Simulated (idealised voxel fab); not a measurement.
This section sets out a process module, namely voxel double patterning.
cross-section cut | 250 nm wide | cells 5 nm
Cross-section, as written here: a square-cell grid given band by band from the top down, where a band holds one or more rows of cells.
Quick guide to a band line: top height, bottom height (nm) up front; then every material left to right with its width in nm. Only one material and it's marked "all across"? Then it fills the band edge to edge. And "blank" just means empty space.
A quick word on heights: they are counted from 0, and under that level the wafer as it came to us is one material throughout. The lowest band is different from the rest in having no bottom; it simply continues downward, written as in "0 down".
Top row gets the first number, bottom row gets the second, and each row in between changes by the same step: that is how a band width like "30..40" works.
Where the words "no alteration" appear for a step, the cross-section shows no cell changed by that step; every cell remained as before.
Voids not open to the top, 8 cells minimum: see "Closed-off voids". Written width x height at distance; distance is from the left edge; nm.
On a step's line, text after the settings is the simulator commenting on that step.
overlay nm: where the mask lay relative to plan, measured to the right, on steps with a mask; negatives go left.

## Process steps foreseen in the plan
1,RECEIVE [material Si]
2,CONFORMAL_DEP [material SiO2] [thk nm 10]
3,DIRECTIONAL_DEP [material W] [thk nm 15]
4,DIRECTIONAL_DEP [material SiN] [thk nm 10]
5,MASKED_ETCH [tone open] [mask id FIRST] [width nm 15] [pitch nm 50] [etch materials SiN] [depth nm 10] [overlay nm 0]
6,MASKED_ETCH [tone open] [mask id SECOND] [width nm 15] [etch materials SiN] [depth nm 10] [overlay nm 0]
7,DIRECTIONAL_ETCH [etch materials W] [depth nm 15]
8,STRIP [etch materials SiN]

## The first wafer of two, processed as planned

## Cross-section of the incoming wafer, state after step 1
- 0 down: Si all across
- Closed-off voids: none

## State of the wafer after step 2, shown in cross-section
- 10 to 0: SiO2 all across
- No changes below 0.

## State of the wafer after step 3, shown in cross-section
- 25 to 10: W all across
- No changes below 10.

## State of the wafer after step 4, shown in cross-section
- 35 to 25: SiN all across
- No changes below 25.

## State of the wafer after step 5, shown in cross-section
- 35 to 25: SiN 90, blank 15, SiN 35, blank 15, SiN 95
- No changes below 25.

## State of the wafer after step 6, shown in cross-section
- 35 to 25: SiN 90, blank 15, SiN 10, blank 15, SiN 10, blank 15, SiN 95
- No changes below 25.

## State of the wafer after step 7, shown in cross-section
- 35 to 25: SiN 90, blank 15, SiN 10, blank 15, SiN 10, blank 15, SiN 95
- 25 to 10: W 90, blank 15, W 10, blank 15, W 10, blank 15, W 95
- No changes below 10.

## State of the wafer after step 8, shown in cross-section
- 25 to 10: W 90, blank 15, W 10, blank 15, W 10, blank 15, W 95
- No changes below 10.

## Wafer two of two - same starting point, same process plan, one mistake in execution; matches wafer one up to and including step 1

## Second wafer profile in section, at the moment step 2 of the plan was meant to be complete
- 15 to 0: W all across
- No changes below 0.

## Second wafer profile in section, at the moment step 3 of the plan was meant to be complete
- 25 to 15: SiO2 all across
- No changes below 15.

## Second wafer profile in section, at the moment step 4 of the plan was meant to be complete
- 35 to 25: SiN all across
- No changes below 25.

## Second wafer profile in section, at the moment step 5 of the plan was meant to be complete
- 35 to 25: SiN 90, blank 15, SiN 35, blank 15, SiN 95
- No changes below 25.

## Second wafer profile in section, at the moment step 6 of the plan was meant to be complete
- 35 to 25: SiN 90, blank 15, SiN 10, blank 15, SiN 10, blank 15, SiN 95
- No changes below 25.

Second wafer profile in section, at the moment step 7 of the plan was meant to be complete: no alteration

## Second wafer profile in section, at the moment step 8 of the plan was meant to be complete
- 25 to 15: SiO2 all across
- No changes below 15.
It is concluded that the wafer was processed incorrectly with respect to the plan, in that the intended sequence of steps 2 and 3 was reversed during processing, with each occupying the position of the other
Final cells, second wafer relative to first, materials higher or lower: W +27
